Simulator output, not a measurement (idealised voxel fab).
process module | voxel released beams
cross-section cut | 285 nm wide | cells 5 nm
A cross-section is a grid of square cells, given in bands from the top down. A band is one or more rows of cells.
Each band's line starts with the height of the band's top and of its bottom, in nm. Then come its materials from left to right, each with its width in nm. One material with "throughout" fills the band from edge to edge. "air" is empty space.
Height 0 is the level under which the wafer as received is all one material. The lowest band goes on downwards, as in "0 down".
A width such as "30 to 40" changes by the same amount from each row of cells to the next, from the band's top row to its bottom row.
"no change" after a step means that no cell of the cross-section changed.
closed voids: empty space of 8 cells or more with no open way to the top, each as width x height at its distance from the left edge, in nm
after a step's settings: what the simulator itself notes on the step
overlay nm, on a step with a mask: how far to the right of its planned place the mask lay; to the left if negative
plan
1 op RECEIVE | material Si
2 op CONFORMAL_DEP | material Al2O3 | thk nm 5
3 op DIRECTIONAL_DEP | material SiO2 | thk nm 20
4 op MASKED_ETCH | tone open | mask id ANCHOR | width nm 35 | etch materials SiO2 | depth nm 20 | overlay nm 0
5 op CONFORMAL_DEP | material polySi | thk nm 15
6 op MASKED_ETCH | tone cover | mask id BEAM | width nm 90 | etch materials polySi | depth nm 15 | overlay nm 0
7 op STRIP | etch materials SiO2
as received, after step 1
  0 down: Si throughout
  closed voids: none
a wafer at the end: this start, this plan, one mistake
  50 to 35: air 95 | polySi 90 | air 100
  35 to 25: polySi throughout
  25 to 5: SiO2 100 | polySi 35 | SiO2 150
  5 to 0: Al2O3 throughout
  0 down: Si throughout
  closed voids: none
what went wrong: step 5 ran as: op CONFORMAL_DEP | material polySi | thk nm 25
